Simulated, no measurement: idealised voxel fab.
Title: Process Module voxel released beams
This is section cut - it's 145 nm across, gridded in 5 nm square cells.
Notation: cross-section as square-cell grid; stated in bands, top first, going down; one or more cell rows per band.
First you get the band's top height and its bottom height, in nm, and then the materials it's made of, left to right, with each width in nm. If you see a single material with "edge to edge", that one covers the band edge to edge. "air" is empty space.
Height is counted from the level 0, under which the received wafer is composed throughout of one material. The lowest of the bands is not closed at the bottom but continues downward, in the notation "from 0 down".
A width such as "30 to 40" changes by the same amount from each row of cells to the next, from the band's top row to its bottom row.
Step note "nothing altered" = no cross-section cell changed.
Entry "Closed void entries". Content: empty spaces with no open connection to the top, size 8 cells or greater. Each: width x height at distance. Distance: from left edge. Unit: nm.
Whatever follows a step's settings on its line is a remark the simulator itself makes about that step.
Among the settings permitted on a step's line is "overlay nm"; applied to a step with a mask, it specifies the extent to which the mask lay to the right of its planned position, whereas a negative figure signifies a position to the left.
Intended process steps
| 1 | RECEIVE,material Si |
| 2 | CONFORMAL_DEP,material Al2O3,thk nm 5 |
| 3 | DIRECTIONAL_DEP,material SiO2,thk nm 20 |
| 4 | DIRECTIONAL_DEP,material aC,thk nm 10 |
| 5 | PATTERN,tone open,mask id ANCHOR,material resist,width nm 25,thk nm 30,overlay nm 0 |
| 6 | DIRECTIONAL_ETCH,etch materials aC,depth nm 10 |
| 7 | STRIP,etch materials resist |
| 8 | DIRECTIONAL_ETCH,etch materials SiO2,depth nm 20 |
| 9 | STRIP,etch materials aC |
| 10 | CONFORMAL_DEP,material polySi,thk nm 10 |
| 11 | DIRECTIONAL_DEP,material aC,thk nm 15 |
| 12 | PATTERN,tone cover,mask id BEAM,material resist,width nm 80,thk nm 30,overlay nm 0 |
| 13 | DIRECTIONAL_ETCH,etch materials aC,depth nm 15 |
| 14 | STRIP,etch materials resist |
| 15 | DIRECTIONAL_ETCH,etch materials polySi,depth nm 10 |
| 16 | STRIP,etch materials aC |
| 17 | STRIP,etch materials SiO2 |
Wafer as received: cross-section following step 1
- from 0 down: Si edge to edge
- Closed void entries: none
The following cross-section depicts the wafer upon conclusion of the module. Processing commenced from the starting condition illustrated above and adhered to the plan illustrated above, save for one mistake in execution
- from 35 to 25: 25 of air / 20 of polySi / 5 of air / 65 of polySi / 30 of air
- from 25 to 15: 35 of air / 10 of polySi / 5 of air / 10 of polySi / 85 of air
- from 15 to 5: 35 of air / 25 of polySi / 85 of air
- from 5 to 0: Al2O3 edge to edge
- from 0 down: Si edge to edge
- Closed void entries: none
Short version of what went wrong: heads up, step 12 didn't go per plan, it actually ran as PATTERN,tone cover,mask id BEAM,material resist,width nm 90,thk nm 30,overlay nm 0
